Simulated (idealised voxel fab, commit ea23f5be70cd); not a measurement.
process module | voxel self aligned contacts
cross-section cut | 175 nm wide | cells 5 nm
A cross-section is a grid of square cells, given in bands from the top down. A band is one or more rows of cells.
Each band's line starts with the height of the band's top and of its bottom, in nm. Then come its materials from left to right, each with its width in nm. One material with "throughout" fills the band from edge to edge. "air" is empty space.
Height 0 is the level under which the wafer as received is all one material. The lowest band goes on downwards, as in "0 down".
A width such as "30 to 40" changes by the same amount from each row of cells to the next, from the band's top row to its bottom row.
"no change" after a step means that no cell of the cross-section changed.
closed voids: empty space of 8 cells or more with no open way to the top, each as width x height at its distance from the left edge, in nm
after a step's settings: what the simulator itself notes on the step
overlay nm, on a step with a mask: how far to the right of its planned place the mask lay; to the left if negative
plan
1 op RECEIVE | material Si
2 op CONFORMAL_DEP | material SiO2 | thk nm 5
3 op DIRECTIONAL_DEP | material polySi | thk nm 20
4 op DIRECTIONAL_DEP | material SiN | thk nm 20
5 op MASKED_ETCH | tone cover | mask id GATE | width nm 35 | pitch nm 65 | etch materials SiN | depth nm 20 | overlay nm 0
6 op MASKED_ETCH | tone cover | mask id GATE | width nm 35 | pitch nm 65 | etch materials polySi | depth nm 20 | overlay nm 0
7 op CONFORMAL_DEP | material SiN | thk nm 5
8 op DIRECTIONAL_ETCH | etch materials SiN | depth nm 5
9 op FILL_DEP | material SiO2 | thk nm 10
10 op CMP | height nm 50
11 op PATTERN | tone open | mask id CONTACT | material resist | width nm 40 | thk nm 20 | overlay nm 0
12 op DIRECTIONAL_ETCH | etch materials SiO2 | depth nm 50
13 op STRIP | etch materials resist
14 op CONFORMAL_DEP | material TiN | thk nm 5
15 op FILL_DEP | material W | thk nm 10
16 op CMP | height nm 50
17 op CONFORMAL_DEP | material SiN | thk nm 5
as received, after step 1
  0 down: Si throughout
  closed voids: none
a wafer at the end: this start, this plan, one mistake
  55 to 50: SiN throughout
  50 to 40: SiO2 65 | TiN 5 to 15 | W 30 to 10 | TiN 5 to 15 | SiO2 70
  40 to 20: SiO2 30 | SiN 45 | TiN 5 | W 10 | TiN 5 | SiN 45 | SiO2 35
  20 to 5: SiO2 30 | SiN 5 | polySi 35 | SiN 5 | TiN 5 | W 10 | TiN 5 | SiN 5 | polySi 35 | SiN 5 | SiO2 35
  5 to 0: SiO2 30 | SiN 5 | polySi 35 | SiN 5 | TiN 20 | SiN 5 | polySi 35 | SiN 5 | SiO2 35
  0 down: Si throughout
  closed voids: none
what went wrong: step 2 was left out
